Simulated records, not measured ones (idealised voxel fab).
Documented hereafter: the process module known as voxel fin reveal.
Square cells of 5 nm make up the cross-section cut, whose width is 215 nm.
Heads up, the way a cross-section reads in here is a grid of square cells, handed over as bands from the top down, with every band being one or more rows of cells. The band entry comprises the height of the band's top followed by the height of its bottom, expressed in nm, and subsequently the band's materials from left to right, each stated together with its width in nm. Where a single material is marked with the word "all across", that material fills the band from edge to edge. The word "empty" represents empty space. The level at which height equals 0 is the one under which the wafer, as it arrives, is entirely one material. No lower edge exists for the bottom band, which continues downward and is notated as in "0..down". Width "30..40": first value at the band's top row of cells, second value at its bottom row, equal change from row to row. Where a step carries "everything unchanged", the cross-section came out of it unchanged, cell for cell. "Sealed voids" lists enclosed empty spaces (at least 8 cells, no open path upward to the top), each as width x height at distance from the left edge, in nm. after a step's settings: what the simulator itself notes on the step. A step line may carry the setting "overlay nm", which, for steps involving a mask, states the distance by which the mask lay to the right of its intended position; negative values denote displacement to the left.

The following list gives the planned process steps
1: RECEIVE [material Si]
2: CONFORMAL_DEP [material SiN] [thk nm 10]
3: DIRECTIONAL_DEP [material aC] [thk nm 10]
4: PATTERN [tone cover] [mask id FINS] [material resist] [width nm 15] [pitch nm 40] [thk nm 25] [overlay nm 0]
5: DIRECTIONAL_ETCH [etch materials aC] [depth nm 10]
6: STRIP [etch materials resist]
7: DIRECTIONAL_ETCH [etch materials SiN] [depth nm 10]
8: DIRECTIONAL_ETCH [etch materials Si] [depth nm 30]
9: STRIP [etch materials aC]
10: OXIDIZE [depth nm 5]
11: FILL_DEP [material SiO2] [thk nm 10]
12: CMP [height nm 10]
13: SELECTIVE_ETCH [etch materials SiO2] [depth nm 25]
14: STRIP [etch materials SiN]
The wafers are alike at the start. At step 4, their width nm differs. The plan lists the first wafer's value.

After step 1, as received: first of several wafers, cross-section
0..down  Si all across
Sealed voids: none

Each row below is a wafer at the end of the module, listing for every material the number of cells it has gained (+) or lost (-) since it was received, followed by its closed voids
width nm 15; -280 Si; +160 SiO2; Sealed voids: none
width nm 20; -259 Si; +148 SiO2; Sealed voids: none
width nm 25; -238 Si; +136 SiO2; Sealed voids: none
